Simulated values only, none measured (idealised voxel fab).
Process module name: voxel lift off
cross-section cut | 175 nm wide | cells 5 nm
Throughout this document, each cross-section is represented as a grid of square cells and is presented as a sequence of bands enumerated from the top downward, where a band comprises one or more rows of cells.
Per band: top height and bottom height in nm, followed by the left-to-right materials and their widths in nm; "full width" marks a single material spanning edge to edge, "blank" marks empty space.
Below 0: as-received wafer, all one material; heights counted from there. Lowest band: no bottom, goes on down, written "0 down".
Per-row width for "30->40": begins at first number (top row of band), ends at second number (bottom row), increment between rows held constant.
When a step is marked "no alteration", none of the cells in the cross-section changed during that step.
Closed-off voids of 8+ cells (no open route to the top) go in "Voids, sealed", written width x height at distance from the left edge, in nm.
after a step's settings: what the simulator itself notes on the step
The line of a step may include "overlay nm". On a step with a mask, this value is how far to the right of its planned place the mask lay. A negative value means the mask lay to the left.

[Process steps foreseen in the plan]
1. RECEIVE, material Si
2. CONFORMAL_DEP, material SiO2, thk nm 5
3. PATTERN, tone open, mask id LINES, material resist, width nm 15, pitch nm 40, thk nm 20, overlay nm 0
4. DIRECTIONAL_DEP, material Ru, thk nm 5
5. STRIP, etch materials resist
6. CONFORMAL_DEP, material SiO2, thk nm 10

[Shown in cross-section is the wafer as received, that is, as it stands after step 1]
* 0 down | Si full width
* Voids, sealed: none

[What the wafer looks like in cross-section after this module, when it starts as shown above and follows the plan above but one mistake is made in running it]
* 20 to 10 | SiO2 full width
* 10 to 5 | Ru 20 nm, then SiO2 15 nm, then Ru 25 nm, then SiO2 15 nm, then Ru 25 nm, then SiO2 15 nm, then Ru 25 nm, then SiO2 15 nm, then Ru 20 nm
* 5 to 0 | SiO2 full width
* 0 down | Si full width
* Voids, sealed: none
Finding, execution versus plan: contrary to plan, step 3 was performed as PATTERN, tone cover, mask id LINES, material resist, width nm 15, pitch nm 40, thk nm 20, overlay nm 0
